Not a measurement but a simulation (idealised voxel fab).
Documented hereafter: the process module known as voxel air gaps.
Square cell edge 5 nm, section width 270 nm, ID cut.
When this document writes out a cross-section, it uses a grid of square cells and lists it as bands, beginning at the top and moving down, with a band standing for one or more rows of cells. Band: top and bottom heights (nm) first, top before bottom; then materials from left to right, widths in nm. "all across" marks a sole material filling the band edge to edge. "air" denotes empty space. Heights are reckoned from 0. Under this level, the received wafer is all of one material. The bottommost band is open-ended downward, for example "top 0, no bottom". Note: "30 to 40" means the width goes from the first number (top row of the band) to the second number (bottom row) in equal steps per row of cells. The cross-section has no changed cell in any step marked "nothing altered". "Closed void listing" specifies each empty space that is not open to the top and that occupies no fewer than 8 cells, using the form width x height at distance, the distance measured from the left edge and all three quantities in nm. It should be noted that, on the line of a given step, the content following the step's settings is a remark produced by the simulator itself with respect to that step. overlay nm: right-of-plan distance of the mask on a masked step; negative values mean left-of-plan.
[Steps in the process plan]
| 1 | RECEIVE with material Si |
| 2 | CONFORMAL_DEP with material SiO2, thk nm 10 |
| 3 | CONFORMAL_DEP with material SiN, thk nm 5 |
| 4 | DIRECTIONAL_DEP with material SiO2, thk nm 35 |
| 5 | MASKED_ETCH with tone open, mask id LINES, width nm 20, pitch nm 45, etch materials SiO2, depth nm 35, overlay nm 0 |
| 6 | CONFORMAL_DEP with material TiN, thk nm 5 |
| 7 | FILL_DEP with material W, thk nm 5 |
| 8 | CMP with height nm 50 |
| 9 | EPI with material Ru, thk nm 10 |
| 10 | SELECTIVE_ETCH with etch materials SiO2, depth nm 45 |
| 11 | CONFORMAL_DEP with material SiCN, thk nm 5 |
[As-received wafer cross-section (after step 1)]
	top 0, no bottom | Si all across
	Closed void listing: none
[Starting wafer: above. Plan: above. Run: one mistake. Cross-section after the module: below]
	top 65, bottom 60 | SiCN all across
	top 60, bottom 50 | Ru all across
	top 50, bottom 20 | 50 nm W, then 5 nm TiN, then 20 nm SiO2, then 5 nm TiN, then 15 nm W, then 5 nm TiN, then 20 nm SiO2, then 5 nm TiN, then 15 nm W, then 5 nm TiN, then 20 nm SiO2, then 5 nm TiN, then 15 nm W, then 5 nm TiN, then 20 nm SiO2, then 5 nm TiN, then 55 nm W
	top 20, bottom 15 | 55 nm TiN, then 20 nm SiO2, then 25 nm TiN, then 20 nm SiO2, then 25 nm TiN, then 20 nm SiO2, then 25 nm TiN, then 20 nm SiO2, then 60 nm TiN
	top 15, bottom 10 | SiN all across
	top 10, bottom 0 | SiO2 all across
	top 0, no bottom | Si all across
	Closed void listing: none
Against the plan, the run slipped here: step 5 was not run as planned; what actually ran was MASKED_ETCH with tone cover, mask id LINES, width nm 20, pitch nm 45, etch materials SiO2, depth nm 35, overlay nm 0
